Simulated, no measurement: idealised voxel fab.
process module | voxel released beams
cross-section cut | 280 nm wide | cells 5 nm
A cross-section is a grid of square cells, given in bands from the top down. A band is one or more rows of cells.
Each band's line starts with the height of the band's top and of its bottom, in nm. Then come its materials from left to right, each with its width in nm. One material with "throughout" fills the band from edge to edge. "air" is empty space.
Height 0 is the level under which the wafer as received is all one material. The lowest band goes on downwards, as in "0 down".
A width such as "30 to 40" changes by the same amount from each row of cells to the next, from the band's top row to its bottom row.
"no change" after a step means that no cell of the cross-section changed.
closed voids: empty space of 8 cells or more with no open way to the top, each as width x height at its distance from the left edge, in nm
after a step's settings: what the simulator itself notes on the step
overlay nm, on a step with a mask: how far to the right of its planned place the mask lay; to the left if negative
plan
1 op RECEIVE | material Si
2 op CONFORMAL_DEP | material SiN | thk nm 10
3 op DIRECTIONAL_DEP | material SiO2 | thk nm 15
4 op MASKED_ETCH | tone open | mask id ANCHOR | width nm 30 | etch materials SiO2 | depth nm 15 | overlay nm 0
5 op CONFORMAL_DEP | material W | thk nm 10
6 op DIRECTIONAL_DEP | material aC | thk nm 10
7 op PATTERN | tone cover | mask id BEAM | material resist | width nm 85 | thk nm 30 | overlay nm 0
8 op DIRECTIONAL_ETCH | etch materials aC | depth nm 10
9 op STRIP | etch materials resist
10 op DIRECTIONAL_ETCH | etch materials W | depth nm 10
11 op STRIP | etch materials aC
12 op STRIP | etch materials SiO2
as received, after step 1
  0 down: Si throughout
  closed voids: none
first wafer at the end, as planned
  35 to 25: air 95 | W 15 | air 10 | W 60 | air 100
  25 to 20: air 100 | W 10 | air 10 | W 10 | air 150
  20 to 10: air 100 | W 30 | air 150
  10 to 0: SiN throughout
  0 down: Si throughout
  closed voids: none
second wafer at the end: like start, like plan, one mistake
  35 to 25: air 95 | W 45 | air 140
  25 to 20: air 90 | W 10 | SiO2 30 | W 10 | air 140
  20 to 10: air 90 | W 10 | SiO2 30 | W 50 | air 100
  10 to 0: SiN throughout
  0 down: Si throughout
  closed voids: none
what went wrong: step 4 ran as: op MASKED_ETCH | tone cover | mask id ANCHOR | width nm 30 | etch materials SiO2 | depth nm 15 | overlay nm 0
at the end the second wafer has, in cells: 18 more of SiO2
